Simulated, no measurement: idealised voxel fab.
process module | voxel lift off
cross-section cut | 265 nm wide | cells 5 nm
A cross-section is a grid of square cells, given in bands from the top down. A band is one or more rows of cells.
Each band's line starts with the height of the band's top and of its bottom, in nm. Then come its materials from left to right, each with its width in nm. One material with "throughout" fills the band from edge to edge. "air" is empty space.
Height 0 is the level under which the wafer as received is all one material. The lowest band goes on downwards, as in "0 down".
A width such as "30 to 40" changes by the same amount from each row of cells to the next, from the band's top row to its bottom row.
"no change" after a step means that no cell of the cross-section changed.
closed voids: empty space of 8 cells or more with no open way to the top, each as width x height at its distance from the left edge, in nm
after a step's settings: what the simulator itself notes on the step
overlay nm, on a step with a mask: how far to the right of its planned place the mask lay; to the left if negative
plan
1 op RECEIVE | material Si
2 op CONFORMAL_DEP | material SiO2 | thk nm 5
3 op PATTERN | tone open | mask id LINES | material resist | width nm 30 | pitch nm 50 | thk nm 25 | overlay nm 0
4 op DIRECTIONAL_DEP | material Ru | thk nm 5
5 op STRIP | etch materials resist
6 op CONFORMAL_DEP | material SiN | thk nm 5
varied across the wafers: thk nm of step 4. The plan shows the first wafer's value. All wafers start alike
first wafer as received, after step 1
  0 down: Si throughout
  closed voids: none
each wafer at the end: cells of each material gained (+) or lost (-) since it was received, then its closed voids
thk nm 5 | +18 Ru | +59 SiN | +53 SiO2 | closed voids: none
thk nm 10 | +36 Ru | +65 SiN | +53 SiO2 | closed voids: none
thk nm 15 | +54 Ru | +71 SiN | +53 SiO2 | closed voids: none
thk nm 20 | +72 Ru | +77 SiN | +53 SiO2 | closed voids: none
